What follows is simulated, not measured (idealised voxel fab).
process module | voxel ribs on slabs
cross-section cut | 155 nm wide | cells 5 nm
A cross-section is a grid of square cells, given in bands from the top down. A band is one or more rows of cells.
Each band's line starts with the height of the band's top and of its bottom, in nm. Then come its materials from left to right, each with its width in nm. One material with "throughout" fills the band from edge to edge. "air" is empty space.
Height 0 is the level under which the wafer as received is all one material. The lowest band goes on downwards, as in "0 down".
A width such as "30 to 40" changes by the same amount from each row of cells to the next, from the band's top row to its bottom row.
"no change" after a step means that no cell of the cross-section changed.
closed voids: empty space of 8 cells or more with no open way to the top, each as width x height at its distance from the left edge, in nm
after a step's settings: what the simulator itself notes on the step
overlay nm, on a step with a mask: how far to the right of its planned place the mask lay; to the left if negative
plan
1 op RECEIVE | material Si
2 op DIRECTIONAL_DEP | material SiO2 | thk nm 25
3 op DIRECTIONAL_DEP | material SiN | thk nm 15
4 op PATTERN | tone cover | mask id RIB | material resist | width nm 15 | thk nm 15 | overlay nm 0
5 op DIRECTIONAL_ETCH | etch materials SiN | depth nm 10
6 op STRIP | etch materials resist
7 op MASKED_ETCH | tone cover | mask id SLAB | width nm 65 | etch materials SiN | depth nm 5 | overlay nm 0
8 op FILL_DEP | material SiO2 | thk nm 20
9 op CMP | height nm 55
10 op DIRECTIONAL_DEP | material W | thk nm 10
11 op MASKED_ETCH | tone cover | mask id HEATER | width nm 25 | etch materials W | depth nm 10 | overlay nm 0
12 op CONFORMAL_DEP | material SiO2 | thk nm 10
as received, after step 1
  0 down: Si throughout
  closed voids: none
first wafer at the end, as planned
  75 to 65: air 55 | SiO2 45 | air 55
  65 to 55: SiO2 65 | W 25 | SiO2 65
  55 to 40: SiO2 throughout
  40 to 30: SiO2 70 | SiN 15 | SiO2 70
  30 to 25: SiO2 45 | SiN 65 | SiO2 45
  25 to 0: SiO2 throughout
  0 down: Si throughout
  closed voids: none
second wafer at the end: like start, like plan, one mistake
  75 to 65: air 45 | SiO2 45 | air 65
  65 to 55: SiO2 55 | W 25 | SiO2 75
  55 to 40: SiO2 throughout
  40 to 30: SiO2 70 | SiN 15 | SiO2 70
  30 to 25: SiO2 45 | SiN 65 | SiO2 45
  25 to 0: SiO2 throughout
  0 down: Si throughout
  closed voids: none
what went wrong: step 11 ran as: op MASKED_ETCH | tone cover | mask id HEATER | width nm 25 | etch materials W | depth nm 10 | overlay nm -10
at the end the second wafer has, in cells: as many of each material as the first, in other places
